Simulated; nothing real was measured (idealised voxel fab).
The process module that follows is named voxel quadruple lines.
In the cross-section labelled cut, the width is 170 nm and each square cell is 5 nm.
We lay out every cross-section as a grid of square cells and spell it out in bands from the top down, where one band means one or more rows of cells.
It is stipulated that each band's entry specify, in nanometres, the height of the top of the band and then that of its bottom, followed by the materials of the band in left-to-right sequence, each together with its width in nanometres. A single material marked by the word "edge to edge" is understood to fill the band from edge to edge; the word "air" is understood to denote empty space.
All heights in this document are referenced to 0, defined as the level beneath which the wafer, as received, consists entirely of one material. The lowest band is not bounded below; it extends indefinitely downward and is written in the form "from 0 down".
Width "30..40": first value at the band's top row of cells, second value at its bottom row, equal change from row to row.
It should be understood that the words "remained unchanged", when stated for a given step, signify that the cross-section underwent no change in any of its cells during that step.
"Closed void catalog" enumerates empty spaces isolated from the top, with no open way to it, that contain at least 8 cells, giving each as width x height at distance from the left edge, all three in nm.
The remark found on a step's line after its settings is issued by the simulator itself and pertains to that step.
overlay nm, on a step with a mask: how far to the right of its planned place the mask lay; to the left if negative

**Here's what the planned process steps look like**
1: op RECEIVE | material Si
2: op CONFORMAL_DEP | material Al2O3 | thk nm 5
3: op DIRECTIONAL_DEP | material W | thk nm 10
4: op DIRECTIONAL_DEP | material polySi | thk nm 15
5: op DIRECTIONAL_DEP | material aC | thk nm 20
6: op PATTERN | tone cover | mask id MANDREL | material resist | width nm 20 | pitch nm 60 | thk nm 30 | overlay nm 0
7: op DIRECTIONAL_ETCH | etch materials aC | depth nm 20
8: op STRIP | etch materials resist
9: op CONFORMAL_DEP | material SiO2 | thk nm 10
10: op DIRECTIONAL_ETCH | etch materials SiO2 | depth nm 10
11: op STRIP | etch materials aC
12: op DIRECTIONAL_ETCH | etch materials polySi | depth nm 5
13: op STRIP | etch materials SiO2
14: op CONFORMAL_DEP | material SiCN | thk nm 5
15: op DIRECTIONAL_ETCH | etch materials SiCN | depth nm 5
16: op STRIP | etch materials polySi
17: op DIRECTIONAL_ETCH | etch materials W | depth nm 10
18: op STRIP | etch materials SiCN
19: op FILL_DEP | material SiO2 | thk nm 10
20: op CMP | height nm 15
It is noted that the wafers described herein are identical at the outset and are distinguished by the depth nm of step 12; the value stated in the plan corresponds to the first wafer.

**Here's the first of the wafers in cross-section, just as we got it, i.e. after step 1**
from 0 down = Si edge to edge
Closed void catalog: none

**Take any row and you have a wafer at the end of the module: how many cells of each material it has gained (+) or lost (-) since it was received, and then its closed voids**
depth nm 5, +34 Al2O3, +68 SiO2, Closed void catalog: none
depth nm 10, +34 Al2O3, +68 SiO2, Closed void catalog: none
depth nm 15, +34 Al2O3, +52 SiO2, +16 W, Closed void catalog: none
depth nm 20, +34 Al2O3, +52 SiO2, +16 W, Closed void catalog: none
depth nm 25, +34 Al2O3, +52 SiO2, +16 W, Closed void catalog: none
depth nm 30, +34 Al2O3, +52 SiO2, +16 W, Closed void catalog: none
